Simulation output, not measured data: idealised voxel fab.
process module | voxel self aligned contacts
cross-section cut | 270 nm wide | cells 5 nm
A cross-section is a grid of square cells, given in bands from the top down. A band is one or more rows of cells.
Each band's line starts with the height of the band's top and of its bottom, in nm. Then come its materials from left to right, each with its width in nm. One material with "throughout" fills the band from edge to edge. "air" is empty space.
Height 0 is the level under which the wafer as received is all one material. The lowest band goes on downwards, as in "0 down".
A width such as "30 to 40" changes by the same amount from each row of cells to the next, from the band's top row to its bottom row.
"no change" after a step means that no cell of the cross-section changed.
closed voids: empty space of 8 cells or more with no open way to the top, each as width x height at its distance from the left edge, in nm
after a step's settings: what the simulator itself notes on the step
overlay nm, on a step with a mask: how far to the right of its planned place the mask lay; to the left if negative
plan
1 op RECEIVE | material Si
2 op OXIDIZE | depth nm 5
3 op DIRECTIONAL_DEP | material polySi | thk nm 20
4 op DIRECTIONAL_DEP | material SiN | thk nm 25
5 op PATTERN | tone cover | mask id GATE | material resist | width nm 35 | pitch nm 75 | thk nm 15 | overlay nm 0
6 op DIRECTIONAL_ETCH | etch materials SiN | depth nm 25
7 op DIRECTIONAL_ETCH | etch materials polySi | depth nm 20
8 op STRIP | etch materials resist
9 op CONFORMAL_DEP | material SiN | thk nm 10
10 op DIRECTIONAL_ETCH | etch materials SiN | depth nm 10
11 op FILL_DEP | material SiO2 | thk nm 20
12 op CMP | height nm 55
13 op MASKED_ETCH | tone open | mask id CONTACT | width nm 50 | etch materials SiO2 | depth nm 60 | overlay nm 0
14 op CONFORMAL_DEP | material TiN | thk nm 5
15 op FILL_DEP | material Ru | thk nm 5
16 op CMP | height nm 55
17 op CONFORMAL_DEP | material SiCN | thk nm 5
as received, after step 1
  0 down: Si throughout
  closed voids: none
first wafer at the end, as planned
  60 to 55: SiCN throughout
  55 to 45: SiO2 110 | TiN 5 to 20 | Ru 40 to 10 | TiN 5 to 20 | SiO2 110
  45 to 20: SiO2 70 | SiN 55 | TiN 5 | Ru 10 | TiN 5 | SiN 55 | SiO2 70
  20 to 0: SiO2 70 | SiN 10 | polySi 35 | SiN 10 | TiN 5 | Ru 10 | TiN 5 | SiN 10 | polySi 35 | SiN 10 | SiO2 70
  0 to -5: SiO2 125 | TiN 20 | SiO2 125
  -5 down: Si throughout
  closed voids: none
second wafer at the end: like start, like plan, one mistake
  60 to 55: SiCN throughout
  55 to 45: SiO2 110 | TiN 5 to 10 | Ru 40 to 10 | TiN 5 to 30 | SiO2 110
  45 to 20: SiO2 60 | SiN 55 | TiN 5 | Ru 10 | TiN 5 | SiN 55 | SiO2 80
  20 to 0: SiO2 60 | SiN 10 | polySi 35 | SiN 10 | TiN 5 | Ru 10 | TiN 5 | SiN 10 | polySi 35 | SiN 10 | SiO2 80
  0 to -5: SiO2 115 | TiN 20 | SiO2 135
  -5 down: Si throughout
  closed voids: none
what went wrong: step 5 ran as: op PATTERN | tone cover | mask id GATE | material resist | width nm 35 | pitch nm 75 | thk nm 15 | overlay nm -10
at the end the second wafer has, in cells: as many of each material as the first, in other places
